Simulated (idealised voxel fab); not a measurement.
The name of this process module is voxel wiring stack.
Square cells of 5 nm make up the cross-section cut, whose width is 190 nm.
Reading order for cross-sections: top band down to bottom band. Underlying form: a grid of square cells. Band size: one or more rows of cells. Heights first: top, then bottom, in nm. Then materials, left to right, each with a width in nm. "full width" on a single material: fills the band edge to edge. "blank": empty space. Heights are reckoned from 0. Under this level, the received wafer is all of one material. The bottommost band is open-ended downward, for example "0 -> down". Width: "30..40" (first number = top row, second number = bottom row, same change from row to row of cells). "no modification", as given for a step, is the statement that not any cell of the cross-section underwent a change during that step. If an empty space has no open way to the top and is at least 8 cells in size, "Closed void list" lists it, written width x height at distance, where distance is measured from the left edge and every value is in nm. after a step's settings: what the simulator itself notes on the step. The "overlay nm" setting may appear on a step's line; for a step that uses a mask, it gives how far to the right of its planned position the mask lay, and a negative value indicates the left.

[Listed below are the process steps as planned]
- 1: RECEIVE (material Si)
- 2: CONFORMAL_DEP (material SiO2; thk nm 15)
- 3: CONFORMAL_DEP (material SiN; thk nm 5)
- 4: DIRECTIONAL_DEP (material SiO2; thk nm 20)
- 5: PATTERN (tone open; mask id METAL_1; material resist; width nm 25; pitch nm 40; thk nm 20; overlay nm 0)
- 6: DIRECTIONAL_ETCH (etch materials SiO2; depth nm 20)
- 7: DIRECTIONAL_ETCH (etch materials SiN; depth nm 5)
- 8: STRIP (etch materials resist)
- 9: CONFORMAL_DEP (material TiN; thk nm 5)
- 10: FILL_DEP (material W; thk nm 5)
- 11: CMP (height nm 40)
- 12: EPI (material Ru; thk nm 5)
- 13: FILL_DEP (material SiCN; thk nm 5)
- 14: DIRECTIONAL_DEP (material SiO2; thk nm 30)
- 15: DIRECTIONAL_DEP (material aC; thk nm 10)
- 16: PATTERN (tone open; mask id METAL_2; material resist; width nm 25; pitch nm 40; thk nm 30; overlay nm 0)
- 17: DIRECTIONAL_ETCH (etch materials aC; depth nm 10)
- 18: STRIP (etch materials resist)
- 19: DIRECTIONAL_ETCH (etch materials SiO2; depth nm 15)
- 20: STRIP (etch materials aC)
- 21: PATTERN (tone open; mask id METAL_2_HOLES; material resist; width nm 15; thk nm 15; overlay nm 0)
- 22: DIRECTIONAL_ETCH (etch materials SiO2; depth nm 15)
- 23: DIRECTIONAL_ETCH (etch materials SiCN; depth nm 5)
- 24: STRIP (etch materials resist)
- 25: CONFORMAL_DEP (material TiN; thk nm 5)
- 26: FILL_DEP (material Ru; thk nm 10)
- 27: CMP (height nm 80)
- 28: CONFORMAL_DEP (material SiCN; thk nm 5)
- 29: DIRECTIONAL_DEP (material SiO2; thk nm 15)
- 30: DIRECTIONAL_DEP (material aC; thk nm 15)
- 31: PATTERN (tone open; mask id PLUG_2; material resist; width nm 15; thk nm 35; overlay nm 0)
- 32: DIRECTIONAL_ETCH (etch materials aC; depth nm 15)
- 33: STRIP (etch materials resist)
- 34: DIRECTIONAL_ETCH (etch materials SiO2; depth nm 15)
- 35: DIRECTIONAL_ETCH (etch materials SiCN; depth nm 5)
- 36: STRIP (etch materials aC)
- 37: CONFORMAL_DEP (material TiN; thk nm 5)
- 38: FILL_DEP (material Ru; thk nm 5)
- 39: CMP (height nm 100)
- 40: DIRECTIONAL_DEP (material TiN; thk nm 5)
- 41: DIRECTIONAL_DEP (material W; thk nm 20)
- 42: PATTERN (tone cover; mask id METAL_3; material resist; width nm 25; pitch nm 40; thk nm 20; overlay nm 0)
- 43: DIRECTIONAL_ETCH (etch materials W; depth nm 20)
- 44: DIRECTIONAL_ETCH (etch materials TiN; depth nm 5)
- 45: STRIP (etch materials resist)
- 46: CONFORMAL_DEP (material SiN; thk nm 5)
- 47: FILL_DEP (material SiO2; thk nm 5)
- 48: CMP (height nm 125)
- 49: CONFORMAL_DEP (material SiCN; thk nm 5)

[Wafer as received: cross-section following step 1]
> 0 -> down  Si full width
> Closed void list: none

[Look at the cross-section after the module: the wafer started out the way shown above and the plan was the one shown above, yet one mistake was made along the way]
> 130 -> 125  SiCN full width
> 125 -> 105  SiO2: 55  SiN: 5  W: 25  SiN: 5  SiO2: 5  SiN: 5  W: 25  SiN: 5  SiO2: 60
> 105 -> 100  SiN: 60  TiN: 25  SiN: 15  TiN: 25  SiN: 65
> 100 -> 85  SiO2: 60  TiN: 5  Ru: 5  TiN: 5  SiO2: 115
> 85 -> 80  SiCN: 60  TiN: 15  SiCN: 115
> 80 -> 70  SiO2: 60  TiN: 5  Ru: 15  TiN: 5  SiO2: 15  TiN: 5  Ru: 15  TiN: 5  SiO2: 65
> 70 -> 65  SiO2: 60  TiN: 5  Ru: 5  TiN: 15  SiO2: 15  TiN: 25  SiO2: 65
> 65 -> 50  SiO2: 60  TiN: 5  Ru: 5  TiN: 5  SiO2: 115
> 50 -> 45  SiCN: 60  TiN: 15  SiCN: 115
> 45 -> 40  Ru full width
> 40 -> 35  TiN: 65  W: 15  TiN: 25  W: 15  TiN: 70
> 35 -> 15  SiO2: 60  TiN: 5  W: 15  TiN: 5  SiO2: 15  TiN: 5  W: 15  TiN: 5  SiO2: 65
> 15 -> 10  SiN: 60  TiN: 25  SiN: 15  TiN: 25  SiN: 65
> 10 -> 0  SiO2 full width
> 0 -> down  Si full width
> Closed void list: none
What was the processing mistake? off-plan run, step 2, actual operation and settings CONFORMAL_DEP (material SiO2; thk nm 10)
